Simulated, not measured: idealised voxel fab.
Presented below is a process module, voxel capacitor over wiring.
The cross-section shown here is cut; it is 240 nm wide and divided into square cells measuring 5 nm on a side.
Throughout this document, each cross-section is represented as a grid of square cells and is presented as a sequence of bands enumerated from the top downward, where a band comprises one or more rows of cells. For a band, the entry starts with two heights in nm, that of the top and then that of the bottom, and carries on with the band's materials in order from left to right, each alongside its width in nm; the word "full width" beside a single material means it fills the band edge to edge, and "blank" means empty space. A quick word on heights: they are counted from 0, and under that level the wafer as it came to us is one material throughout. The lowest band is different from the rest in having no bottom; it simply continues downward, written as in "z 0 and below". The two numbers in a width such as "30..40" mark its ends across the band: the first belongs to the top row of cells, the second to the bottom row, and from each row to the next the width moves by the same amount. Reading "no change occurred" for a step: not a cell of the cross-section changed in it. Closed-off voids of 8+ cells (no open route to the top) go in "Enclosed void inventory", written width x height at distance from the left edge, in nm. That trailing text on a step's line, after the settings, is the simulator's own remark on the step. When a step includes a mask, the "overlay nm" setting on its line states how far to the right of its planned place that mask lay, and negative values state how far to the left.

# Planned step list for the process
1. RECEIVE (material Si)
2. CONFORMAL_DEP (material SiO2; thk nm 15)
3. DIRECTIONAL_DEP (material TiN; thk nm 5)
4. DIRECTIONAL_DEP (material W; thk nm 15)
5. MASKED_ETCH (tone cover; mask id METAL_1; width nm 30; pitch nm 90; etch materials W; depth nm 15; overlay nm 0)
6. MASKED_ETCH (tone cover; mask id METAL_1; width nm 30; pitch nm 90; etch materials TiN; depth nm 5; overlay nm 0)
7. FILL_DEP (material SiO2; thk nm 10)
8. CMP (height nm 35)
9. CONFORMAL_DEP (material SiCN; thk nm 5)
10. DIRECTIONAL_DEP (material lowk; thk nm 20)
11. PATTERN (tone open; mask id PLUG_1; material resist; width nm 15; thk nm 20; overlay nm 0)
12. DIRECTIONAL_ETCH (etch materials lowk; depth nm 20)
13. DIRECTIONAL_ETCH (etch materials SiCN; depth nm 5)
14. STRIP (etch materials resist)
15. EPI (material Ru; thk nm 10)
16. EPI (material Ru; thk nm 10)
17. EPI (material Ru; thk nm 5)
18. DIRECTIONAL_DEP (material TiN; thk nm 5)
19. DIRECTIONAL_DEP (material SiN; thk nm 5)
20. DIRECTIONAL_DEP (material TiN; thk nm 10)
21. PATTERN (tone cover; mask id UPPER_PLATE; material resist; width nm 65; thk nm 15; overlay nm 0)
22. DIRECTIONAL_ETCH (etch materials TiN; depth nm 10)
23. DIRECTIONAL_ETCH (etch materials SiN; depth nm 5)
24. STRIP (etch materials resist)
25. MASKED_ETCH (tone cover; mask id LOWER_PLATE; width nm 75; etch materials TiN; depth nm 5; overlay nm 0)
26. FILL_DEP (material SiO2; thk nm 15)
27. CMP (height nm 90)
28. DIRECTIONAL_DEP (material aC; thk nm 10)
29. PATTERN (tone open; mask id PLUG_2; material resist; width nm 15; thk nm 25; overlay nm 0)
30. DIRECTIONAL_ETCH (etch materials aC; depth nm 10)
31. STRIP (etch materials resist)
32. DIRECTIONAL_ETCH (etch materials SiO2; depth nm 10)
33. STRIP (etch materials aC)
34. CONFORMAL_DEP (material TiN; thk nm 5)
35. FILL_DEP (material Ru; thk nm 5)
36. CMP (height nm 90)
37. CONFORMAL_DEP (material SiN; thk nm 5)

# This is the cross-section of the wafer as we received it, i.e. after step 1
* z 0 and below  Si full width
* Enclosed void inventory: none

# Wafer cross-section at end of module: start and plan as shown above, one execution error
* z 95 to 90  SiN full width
* z 90 to 85  85 SiO2; 5 TiN; 5 Ru; 5 TiN; 140 SiO2
* z 85 to 80  85 SiO2; 15 TiN; 140 SiO2
* z 80 to 70  75 SiO2; 65 TiN; 100 SiO2
* z 70 to 65  75 SiO2; 65 SiN; 100 SiO2
* z 65 to 60  70 SiO2; 75 TiN; 95 SiO2
* z 60 to 40  75 lowk; 15 Ru; 150 lowk
* z 40 to 35  75 SiCN; 15 Ru; 150 SiCN
* z 35 to 30  60 SiO2; 30 TiN; 60 SiO2; 30 TiN; 60 SiO2
* z 30 to 0  SiO2 full width
* z 0 and below  Si full width
* Enclosed void inventory: none
What was the processing mistake? twice, step 2 of the plan was run
